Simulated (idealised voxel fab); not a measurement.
process module | voxel transistor to metal
cross-section cut | 170 nm wide | cells 5 nm
A cross-section is a grid of square cells, given in bands from the top down. A band is one or more rows of cells.
Each band's line starts with the height of the band's top and of its bottom, in nm. Then come its materials from left to right, each with its width in nm. One material with "throughout" fills the band from edge to edge. "air" is empty space.
Height 0 is the level under which the wafer as received is all one material. The lowest band goes on downwards, as in "0 down".
A width such as "30 to 40" changes by the same amount from each row of cells to the next, from the band's top row to its bottom row.
"no change" after a step means that no cell of the cross-section changed.
closed voids: empty space of 8 cells or more with no open way to the top, each as width x height at its distance from the left edge, in nm
after a step's settings: what the simulator itself notes on the step
overlay nm, on a step with a mask: how far to the right of its planned place the mask lay; to the left if negative
plan
1 op RECEIVE | material Si
2 op CONFORMAL_DEP | material SiO2 | thk nm 5
3 op CONFORMAL_DEP | material SiN | thk nm 15
4 op MASKED_ETCH | tone cover | mask id ACTIVE | width nm 95 | etch materials SiN | depth nm 15 | overlay nm 0
5 op MASKED_ETCH | tone cover | mask id ACTIVE | width nm 95 | etch materials SiO2 | depth nm 5 | overlay nm 0
6 op MASKED_ETCH | tone cover | mask id ACTIVE | width nm 95 | etch materials Si | depth nm 20 | overlay nm 0
7 op OXIDIZE | depth nm 5
8 op FILL_DEP | material SiO2 | thk nm 15
9 op CMP | height nm 20
10 op SELECTIVE_ETCH | etch materials SiO2 | depth nm 10
11 op STRIP | etch materials SiN
12 op SELECTIVE_ETCH | etch materials SiO2 | depth nm 5
13 op OXIDIZE | depth nm 5
14 op DIRECTIONAL_DEP | material polySi | thk nm 30
15 op DIRECTIONAL_DEP | material SiCN | thk nm 10
16 op PATTERN | tone cover | mask id GATE | material resist | width nm 15 | thk nm 20 | overlay nm 0
17 op DIRECTIONAL_ETCH | etch materials SiCN | depth nm 20
18 op DIRECTIONAL_ETCH | etch materials polySi | depth nm 40
19 op STRIP | etch materials resist
20 op CONFORMAL_DEP | material SiN | thk nm 10
21 op DIRECTIONAL_ETCH | etch materials SiN | depth nm 10
22 op DIRECTIONAL_ETCH | etch materials SiO2 | depth nm 5
23 op DIRECTIONAL_ETCH | etch materials Si | depth nm 5
24 op EPI | material pSi | thk nm 10
25 op FILL_DEP | material SiO2 | thk nm 5
26 op CMP | height nm 40
27 op DIRECTIONAL_DEP | material SiO2 | thk nm 15
28 op MASKED_ETCH | tone open | mask id CONTACT | width nm 15 | pitch nm 60 | etch materials SiO2 | depth nm 55 | overlay nm 0
29 op CONFORMAL_DEP | material TiN | thk nm 5
30 op FILL_DEP | material Ru | thk nm 10
31 op CMP | height nm 55
32 op CONFORMAL_DEP | material SiN | thk nm 5
33 op DIRECTIONAL_DEP | material SiO2 | thk nm 25
34 op PATTERN | tone open | mask id METAL_1 | material resist | width nm 15 | pitch nm 60 | thk nm 15 | overlay nm 0
35 op DIRECTIONAL_ETCH | etch materials SiO2 | depth nm 25
36 op DIRECTIONAL_ETCH | etch materials SiN | depth nm 5
37 op STRIP | etch materials resist
38 op CONFORMAL_DEP | material TiN | thk nm 5
39 op FILL_DEP | material Cu | thk nm 5
40 op CMP | height nm 85
41 op CONFORMAL_DEP | material SiCN | thk nm 5
as received, after step 1
  0 down: Si throughout
  closed voids: none
a wafer at the end: this start, this plan, one mistake
  90 to 85: SiCN throughout
  85 to 60: SiO2 45 | TiN 5 | Cu 5 | TiN 5 | SiO2 45 | TiN 5 | Cu 5 | TiN 5 | SiO2 50
  60 to 55: SiN 45 | TiN 15 | SiN 45 | TiN 15 | SiN 50
  55 to 40: SiO2 45 | TiN 5 | Ru 5 | TiN 5 | SiO2 45 | TiN 5 | Ru 5 | TiN 5 | SiO2 50
  40 to 30: SiO2 45 | TiN 5 | Ru 5 | TiN 5 | SiO2 5 | SiN 10 | SiCN 15 | SiN 10 | SiO2 5 | TiN 5 | Ru 5 | TiN 5 | SiO2 50
  30 to 10: SiO2 45 | TiN 5 | Ru 5 | TiN 5 | SiO2 5 | SiN 10 | polySi 15 | SiN 10 | SiO2 5 | TiN 5 | Ru 5 | TiN 5 | SiO2 50
  10 to 5: SiO2 45 | TiN 15 | SiO2 5 | SiN 10 | polySi 15 | SiN 10 | SiO2 5 | TiN 15 | SiO2 50
  5 to 0: SiO2 30 | SiN 10 | SiO2 5 | TiN 10 | pSi 10 | SiN 10 | polySi 15 | SiN 10 | pSi 10 | TiN 10 | SiO2 5 | SiN 10 | SiO2 35
  0 to -5: SiO2 40 | pSi 25 | SiO2 35 | pSi 25 | SiO2 45
  -5 to -10: SiO2 40 | pSi 25 | Si 35 | pSi 25 | SiO2 45
  -10 to -45: SiO2 40 | Si 85 | SiO2 45
  -45 down: Si throughout
  closed voids: none
what went wrong: step 6 was run twice
